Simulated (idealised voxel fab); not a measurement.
A process module follows: voxel capacitor over wiring.
Each square cell in cross-section cut measures 5 nm, and the section as a whole is 195 nm wide.
If you're reading a cross-section in this doc, picture square cells in a grid; it comes to you as bands, top ones listed first down to the bottom, and a band can be one or more rows of cells. First you get the band's top height and its bottom height, in nm, and then the materials it's made of, left to right, with each width in nm. If you see a single material with "all across", that one covers the band edge to edge. "blank" is empty space. For the purposes of this specification, 0 denotes the height below which the wafer in its as-received condition is composed wholly of one material, and the lowermost band, lacking a lower limit, extends downward without end, as expressed in "0 nm and below". Think of "30..40" as a width that walks from the first number to the second as you go down the band, top row to bottom row, taking equal-sized steps from row to row. Where a step carries "everything unchanged", the cross-section came out of it unchanged, cell for cell. Reported under the label "Listed closed voids" are the empty spaces having no open way to the top and comprising 8 cells or more; the notation for each is width x height at distance, in which the distance is measured from the left edge and all three values are in nm. Post-settings text on a step line: simulator's own remark regarding the step. A step's line can hold "overlay nm"; with a mask on that step, the setting says how far right of the planned place the mask lay, while a negative setting says it lay to the left.

Listed below are the process steps as planned
| 1 | RECEIVE with material Si |
| 2 | CONFORMAL_DEP with material SiO2, thk nm 15 |
| 3 | DIRECTIONAL_DEP with material TiN, thk nm 5 |
| 4 | DIRECTIONAL_DEP with material W, thk nm 25 |
| 5 | MASKED_ETCH with tone cover, mask id METAL_1, width nm 25, pitch nm 80, etch materials W, depth nm 25, overlay nm 0 |
| 6 | MASKED_ETCH with tone cover, mask id METAL_1, width nm 25, pitch nm 80, etch materials TiN, depth nm 5, overlay nm 0 |
| 7 | FILL_DEP with material SiO2, thk nm 10 |
| 8 | CMP with height nm 45 |
| 9 | CONFORMAL_DEP with material SiCN, thk nm 5 |
| 10 | DIRECTIONAL_DEP with material SiO2, thk nm 20 |
| 11 | PATTERN with tone open, mask id PLUG_1, material resist, width nm 15, thk nm 20, overlay nm 0 |
| 12 | DIRECTIONAL_ETCH with etch materials SiO2, depth nm 20 |
| 13 | DIRECTIONAL_ETCH with etch materials SiCN, depth nm 5 |
| 14 | STRIP with etch materials resist |
| 15 | EPI with material Ru, thk nm 10 |
| 16 | EPI with material Ru, thk nm 10 |
| 17 | EPI with material Ru, thk nm 5 |
| 18 | DIRECTIONAL_DEP with material TiN, thk nm 10 |
| 19 | DIRECTIONAL_DEP with material Al2O3, thk nm 5 |
| 20 | DIRECTIONAL_DEP with material TiN, thk nm 5 |
| 21 | PATTERN with tone cover, mask id UPPER_PLATE, material resist, width nm 60, thk nm 15, overlay nm 0 |
| 22 | DIRECTIONAL_ETCH with etch materials TiN, depth nm 5 |
| 23 | DIRECTIONAL_ETCH with etch materials Al2O3, depth nm 5 |
| 24 | STRIP with etch materials resist |
| 25 | MASKED_ETCH with tone cover, mask id LOWER_PLATE, width nm 70, etch materials TiN, depth nm 10, overlay nm 0 |
| 26 | FILL_DEP with material SiO2, thk nm 15 |
| 27 | CMP with height nm 100 |
| 28 | PATTERN with tone open, mask id PLUG_2, material resist, width nm 15, thk nm 15, overlay nm 0 |
| 29 | DIRECTIONAL_ETCH with etch materials SiO2, depth nm 10 |
| 30 | STRIP with etch materials resist |
| 31 | CONFORMAL_DEP with material TiN, thk nm 5 |
| 32 | FILL_DEP with material Ru, thk nm 10 |
| 33 | CMP with height nm 100 |
| 34 | CONFORMAL_DEP with material SiCN, thk nm 5 |

First out of two wafers; run went to plan

Wafer at receipt (post step 1), cross-section
- 0 nm and below  Si all across
- Listed closed voids: none

Wafer section view after processing step 2
- 15 nm to 0 nm  SiO2 all across
- For the remainder of the cross-section, below 0, there is no change.

Wafer section view after processing step 3
- 20 nm to 15 nm  TiN all across
- For the remainder of the cross-section, below 15, there is no change.

Wafer section view after processing step 4
- 45 nm to 20 nm  W all across
- For the remainder of the cross-section, below 20, there is no change.

Wafer section view after processing step 5
- 45 nm to 20 nm  45 nm blank, then 25 nm W, then 55 nm blank, then 25 nm W, then 45 nm blank
- For the remainder of the cross-section, below 20, there is no change.

Wafer section view after processing step 6
- 45 nm to 20 nm  45 nm blank, then 25 nm W, then 55 nm blank, then 25 nm W, then 45 nm blank
- 20 nm to 15 nm  45 nm blank, then 25 nm TiN, then 55 nm blank, then 25 nm TiN, then 45 nm blank
- For the remainder of the cross-section, below 15, there is no change.

Wafer section view after processing step 7
- 55 nm to 45 nm  SiO2 all across
- 45 nm to 20 nm  45 nm SiO2, then 25 nm W, then 55 nm SiO2, then 25 nm W, then 45 nm SiO2
- 20 nm to 15 nm  45 nm SiO2, then 25 nm TiN, then 55 nm SiO2, then 25 nm TiN, then 45 nm SiO2
- For the remainder of the cross-section, below 15, there is no change.

Wafer section view after processing step 8
- 45 nm to 20 nm  45 nm SiO2, then 25 nm W, then 55 nm SiO2, then 25 nm W, then 45 nm SiO2
- For the remainder of the cross-section, below 20, there is no change.

Wafer section view after processing step 9
- 50 nm to 45 nm  SiCN all across
- For the remainder of the cross-section, below 45, there is no change.

Wafer section view after processing step 10
- 70 nm to 50 nm  SiO2 all across
- For the remainder of the cross-section, below 50, there is no change.

Wafer section view after processing step 11
- 90 nm to 70 nm  55 nm resist, then 15 nm blank, then 125 nm resist
- For the remainder of the cross-section, below 70, there is no change.

Wafer section view after processing step 12
- 90 nm to 70 nm  55 nm resist, then 15 nm blank, then 125 nm resist
- 70 nm to 50 nm  55 nm SiO2, then 15 nm blank, then 125 nm SiO2
- For the remainder of the cross-section, below 50, there is no change.

Wafer section view after processing step 13
- 90 nm to 70 nm  55 nm resist, then 15 nm blank, then 125 nm resist
- 70 nm to 50 nm  55 nm SiO2, then 15 nm blank, then 125 nm SiO2
- 50 nm to 45 nm  55 nm SiCN, then 15 nm blank, then 125 nm SiCN
- For the remainder of the cross-section, below 45, there is no change.

Wafer section view after processing step 14
- 70 nm to 50 nm  55 nm SiO2, then 15 nm blank, then 125 nm SiO2
- For the remainder of the cross-section, below 50, there is no change.

Wafer section view after processing step 15
- 70 nm to 55 nm  55 nm SiO2, then 15 nm blank, then 125 nm SiO2
- 55 nm to 50 nm  55 nm SiO2, then 15 nm Ru, then 125 nm SiO2
- 50 nm to 45 nm  55 nm SiCN, then 15 nm Ru, then 125 nm SiCN
- For the remainder of the cross-section, below 45, there is no change.

Wafer section view after processing step 16
- 70 nm to 65 nm  55 nm SiO2, then 15 nm blank, then 125 nm SiO2
- 65 nm to 50 nm  55 nm SiO2, then 15 nm Ru, then 125 nm SiO2
- For the remainder of the cross-section, below 50, there is no change.

Wafer section view after processing step 17
- 70 nm to 50 nm  55 nm SiO2, then 15 nm Ru, then 125 nm SiO2
- For the remainder of the cross-section, below 50, there is no change.

Wafer section view after processing step 18
- 80 nm to 70 nm  TiN all across
- For the remainder of the cross-section, below 70, there is no change.

Wafer section view after processing step 19
- 85 nm to 80 nm  Al2O3 all across
- For the remainder of the cross-section, below 80, there is no change.

Wafer section view after processing step 20
- 90 nm to 85 nm  TiN all across
- For the remainder of the cross-section, below 85, there is no change.

Wafer section view after processing step 21
- 105 nm to 90 nm  55 nm blank, then 60 nm resist, then 80 nm blank
- For the remainder of the cross-section, below 90, there is no change.

Wafer section view after processing step 22
- 105 nm to 90 nm  55 nm blank, then 60 nm resist, then 80 nm blank
- 90 nm to 85 nm  55 nm blank, then 60 nm TiN, then 80 nm blank
- For the remainder of the cross-section, below 85, there is no change.

Wafer section view after processing step 23
- 105 nm to 90 nm  55 nm blank, then 60 nm resist, then 80 nm blank
- 90 nm to 85 nm  55 nm blank, then 60 nm TiN, then 80 nm blank
- 85 nm to 80 nm  55 nm blank, then 60 nm Al2O3, then 80 nm blank
- For the remainder of the cross-section, below 80, there is no change.

Wafer section view after processing step 24
- 90 nm to 85 nm  55 nm blank, then 60 nm TiN, then 80 nm blank
- For the remainder of the cross-section, below 85, there is no change.

Wafer section view after processing step 25
- 90 nm to 85 nm  55 nm blank, then 60 nm TiN, then 80 nm blank
- 85 nm to 80 nm  55 nm blank, then 60 nm Al2O3, then 80 nm blank
- 80 nm to 70 nm  50 nm blank, then 70 nm TiN, then 75 nm blank
- For the remainder of the cross-section, below 70, there is no change.

Wafer section view after processing step 26
- 105 nm to 90 nm  SiO2 all across
- 90 nm to 85 nm  55 nm SiO2, then 60 nm TiN, then 80 nm SiO2
- 85 nm to 80 nm  55 nm SiO2, then 60 nm Al2O3, then 80 nm SiO2
- 80 nm to 70 nm  50 nm SiO2, then 70 nm TiN, then 75 nm SiO2
- For the remainder of the cross-section, below 70, there is no change.

Wafer section view after processing step 27
- 100 nm to 90 nm  SiO2 all across
- For the remainder of the cross-section, below 90, there is no change.

Wafer section view after processing step 28
- 115 nm to 100 nm  65 nm resist, then 15 nm blank, then 115 nm resist
- For the remainder of the cross-section, below 100, there is no change.

Wafer section view after processing step 29
- 115 nm to 100 nm  65 nm resist, then 15 nm blank, then 115 nm resist
- 100 nm to 90 nm  65 nm SiO2, then 15 nm blank, then 115 nm SiO2
- For the remainder of the cross-section, below 90, there is no change.

Wafer section view after processing step 30
- 100 nm to 90 nm  65 nm SiO2, then 15 nm blank, then 115 nm SiO2
- For the remainder of the cross-section, below 90, there is no change.

Wafer section view after processing step 31
- 105 nm to 100 nm  70 nm TiN, then 5 nm blank, then 120 nm TiN
- 100 nm to 95 nm  65 nm SiO2, then 5 nm TiN, then 5 nm blank, then 5 nm TiN, then 115 nm SiO2
- 95 nm to 85 nm  65..55 nm SiO2, then 15..60 nm TiN, then 115..80 nm SiO2
- For the remainder of the cross-section, below 85, there is no change.

Wafer section view after processing step 32
- 115 nm to 105 nm  Ru all across
- 105 nm to 100 nm  70 nm TiN, then 5 nm Ru, then 120 nm TiN
- 100 nm to 95 nm  65 nm SiO2, then 5 nm TiN, then 5 nm Ru, then 5 nm TiN, then 115 nm SiO2
- For the remainder of the cross-section, below 95, there is no change.

Wafer section view after processing step 33
- 100 nm to 95 nm  65 nm SiO2, then 5 nm TiN, then 5 nm Ru, then 5 nm TiN, then 115 nm SiO2
- For the remainder of the cross-section, below 95, there is no change.

Wafer section view after processing step 34
- 105 nm to 100 nm  SiCN all across
- For the remainder of the cross-section, below 100, there is no change.

It is to be noted that the second wafer proceeded from the same initial state and according to the same plan as the first, although one mistake was committed in its execution; through step 16, inclusive, the two wafers share an identical history

X-section, second wafer, when step 17 was due to finish
- 80 nm to 75 nm  55 nm TiN, then 15 nm blank, then 125 nm TiN
- 75 nm to 70 nm  TiN all across
- 70 nm to 65 nm  55 nm SiO2, then 15 nm TiN, then 125 nm SiO2
- For the remainder of the cross-section, below 65, there is no change.

X-section, second wafer, when step 18 was due to finish
- 85 nm to 80 nm  60 nm Ru, then 5 nm blank, then 130 nm Ru
- 80 nm to 75 nm  55 nm TiN, then 15 nm Ru, then 125 nm TiN
- For the remainder of the cross-section, below 75, there is no change.

X-section, second wafer, when step 19 was due to finish
- 90 nm to 85 nm  60 nm Al2O3, then 5 nm blank, then 130 nm Al2O3
- 85 nm to 80 nm  60 nm Ru, then 5 nm Al2O3, then 130 nm Ru
- For the remainder of the cross-section, below 80, there is no change.

X-section, second wafer, when step 20 was due to finish
- 95 nm to 90 nm  60 nm TiN, then 5 nm blank, then 130 nm TiN
- 90 nm to 85 nm  60 nm Al2O3, then 5 nm TiN, then 130 nm Al2O3
- For the remainder of the cross-section, below 85, there is no change.

X-section, second wafer, when step 21 was due to finish
- 110 nm to 95 nm  55 nm blank, then 60 nm resist, then 80 nm blank
- 95 nm to 90 nm  60 nm TiN, then 5 nm resist, then 130 nm TiN
- For the remainder of the cross-section, below 90, there is no change.

X-section, second wafer, when step 22 was due to finish
- 110 nm to 95 nm  55 nm blank, then 60 nm resist, then 80 nm blank
- 95 nm to 90 nm  55 nm blank, then 5 nm TiN, then 5 nm resist, then 50 nm TiN, then 80 nm blank
- For the remainder of the cross-section, below 90, there is no change.

X-section, second wafer, when step 23 was due to finish
- 110 nm to 95 nm  55 nm blank, then 60 nm resist, then 80 nm blank
- 95 nm to 90 nm  55 nm blank, then 5 nm TiN, then 5 nm resist, then 50 nm TiN, then 80 nm blank
- 90 nm to 85 nm  55 nm blank, then 5 nm Al2O3, then 5 nm TiN, then 50 nm Al2O3, then 80 nm blank
- For the remainder of the cross-section, below 85, there is no change.

X-section, second wafer, when step 24 was due to finish
- 95 nm to 90 nm  55 nm blank, then 5 nm TiN, then 5 nm blank, then 50 nm TiN, then 80 nm blank
- For the remainder of the cross-section, below 90, there is no change.

X-section, second wafer, when step 25 was due to finish: everything unchanged

X-section, second wafer, when step 26 was due to finish
- 110 nm to 95 nm  SiO2 all across
- 95 nm to 90 nm  55 nm SiO2, then 5 nm TiN, then 5 nm SiO2, then 50 nm TiN, then 80 nm SiO2
- 90 nm to 85 nm  55 nm SiO2, then 5 nm Al2O3, then 5 nm TiN, then 50 nm Al2O3, then 80 nm SiO2
- For the remainder of the cross-section, below 85, there is no change.

X-section, second wafer, when step 27 was due to finish
- 100 nm to 95 nm  SiO2 all across
- For the remainder of the cross-section, below 95, there is no change.

X-section, second wafer, when step 28 was due to finish
- 115 nm to 100 nm  65 nm resist, then 15 nm blank, then 115 nm resist
- For the remainder of the cross-section, below 100, there is no change.

X-section, second wafer, when step 29 was due to finish
- 115 nm to 100 nm  65 nm resist, then 15 nm blank, then 115 nm resist
- 100 nm to 95 nm  65 nm SiO2, then 15 nm blank, then 115 nm SiO2
- For the remainder of the cross-section, below 95, there is no change.

X-section, second wafer, when step 30 was due to finish
- 100 nm to 95 nm  65 nm SiO2, then 15 nm blank, then 115 nm SiO2
- For the remainder of the cross-section, below 95, there is no change.

X-section, second wafer, when step 31 was due to finish
- 105 nm to 100 nm  70 nm TiN, then 5 nm blank, then 120 nm TiN
- 100 nm to 95 nm  65 nm SiO2, then 15 nm TiN, then 115 nm SiO2
- For the remainder of the cross-section, below 95, there is no change.

X-section, second wafer, when step 32 was due to finish
- 115 nm to 105 nm  Ru all across
- 105 nm to 100 nm  70 nm TiN, then 5 nm Ru, then 120 nm TiN
- For the remainder of the cross-section, below 100, there is no change.

X-section, second wafer, when step 33 was due to finish
- 100 nm to 95 nm  65 nm SiO2, then 15 nm TiN, then 115 nm SiO2
- For the remainder of the cross-section, below 95, there is no change.

X-section, second wafer, when step 34 was due to finish
- 105 nm to 100 nm  SiCN all across
- For the remainder of the cross-section, below 100, there is no change.
What went wrong in running the wafer? deviation from plan: step 18 and step 17 executed in one another's positions
at the end the second wafer has, in cells: +37 Ru, -85 SiO2, +48 TiN
